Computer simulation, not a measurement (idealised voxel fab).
process module | voxel fin reveal
cross-section cut | 240 nm wide | cells 5 nm
A cross-section is a grid of square cells, given in bands from the top down. A band is one or more rows of cells.
Each band's line starts with the height of the band's top and of its bottom, in nm. Then come its materials from left to right, each with its width in nm. One material with "throughout" fills the band from edge to edge. "air" is empty space.
Height 0 is the level under which the wafer as received is all one material. The lowest band goes on downwards, as in "0 down".
A width such as "30 to 40" changes by the same amount from each row of cells to the next, from the band's top row to its bottom row.
"no change" after a step means that no cell of the cross-section changed.
closed voids: empty space of 8 cells or more with no open way to the top, each as width x height at its distance from the left edge, in nm
after a step's settings: what the simulator itself notes on the step
overlay nm, on a step with a mask: how far to the right of its planned place the mask lay; to the left if negative
plan
1 op RECEIVE | material Si
2 op CONFORMAL_DEP | material SiN | thk nm 5
3 op PATTERN | tone cover | mask id FINS | material resist | width nm 15 | pitch nm 35 | thk nm 15 | overlay nm 0
4 op DIRECTIONAL_ETCH | etch materials SiN | depth nm 5
5 op DIRECTIONAL_ETCH | etch materials Si | depth nm 35
6 op STRIP | etch materials resist
7 op FILL_DEP | material SiO2 | thk nm 15
8 op CMP | height nm 5
9 op SELECTIVE_ETCH | etch materials SiO2 | depth nm 15
10 op STRIP | etch materials SiN
first wafer, as planned
as received, after step 1
  0 down: Si throughout
  closed voids: none
after step 2
  5 to 0: SiN throughout
  below 0: unchanged
after step 3
  20 to 5: air 60 | resist 15 | air 20 | resist 15 | air 20 | resist 15 | air 20 | resist 15 | air 60
  below 5: unchanged
after step 4
  20 to 5: air 60 | resist 15 | air 20 | resist 15 | air 20 | resist 15 | air 20 | resist 15 | air 60
  5 to 0: air 60 | SiN 15 | air 20 | SiN 15 | air 20 | SiN 15 | air 20 | SiN 15 | air 60
  below 0: unchanged
after step 5
  20 to 5: air 60 | resist 15 | air 20 | resist 15 | air 20 | resist 15 | air 20 | resist 15 | air 60
  5 to 0: air 60 | SiN 15 | air 20 | SiN 15 | air 20 | SiN 15 | air 20 | SiN 15 | air 60
  0 to -35: air 60 | Si 15 | air 20 | Si 15 | air 20 | Si 15 | air 20 | Si 15 | air 60
  below -35: unchanged
after step 6
  5 to 0: air 60 | SiN 15 | air 20 | SiN 15 | air 20 | SiN 15 | air 20 | SiN 15 | air 60
  below 0: unchanged
after step 7
  20 to 5: SiO2 throughout
  5 to 0: SiO2 60 | SiN 15 | SiO2 20 | SiN 15 | SiO2 20 | SiN 15 | SiO2 20 | SiN 15 | SiO2 60
  0 to -35: SiO2 60 | Si 15 | SiO2 20 | Si 15 | SiO2 20 | Si 15 | SiO2 20 | Si 15 | SiO2 60
  below -35: unchanged
after step 8
  5 to 0: SiO2 60 | SiN 15 | SiO2 20 | SiN 15 | SiO2 20 | SiN 15 | SiO2 20 | SiN 15 | SiO2 60
  below 0: unchanged
after step 9
  5 to 0: air 60 | SiN 15 | air 20 | SiN 15 | air 20 | SiN 15 | air 20 | SiN 15 | air 60
  0 to -10: air 60 | Si 15 | air 20 | Si 15 | air 20 | Si 15 | air 20 | Si 15 | air 60
  below -10: unchanged
after step 10
  0 to -10: air 60 | Si 15 | air 20 | Si 15 | air 20 | Si 15 | air 20 | Si 15 | air 60
  below -10: unchanged
second wafer: like start, like plan, one mistake. Through step 8 it matches the first wafer
when step 9 should have ended
  5 to 0: SiO2 60 | air 15 | SiO2 20 | air 15 | SiO2 20 | air 15 | SiO2 20 | air 15 | SiO2 60
  below 0: unchanged
when step 10 should have ended
  0 to -10: air 60 | Si 15 | air 20 | Si 15 | air 20 | Si 15 | air 20 | Si 15 | air 60
  -10 to -15: SiO2 45 | air 15 | Si 15 | air 20 | Si 15 | air 20 | Si 15 | air 20 | Si 15 | air 15 | SiO2 45
  below -15: unchanged
what went wrong: steps 9 and 10 were swapped
at the end the second wafer has, in cells: 18 fewer of SiO2
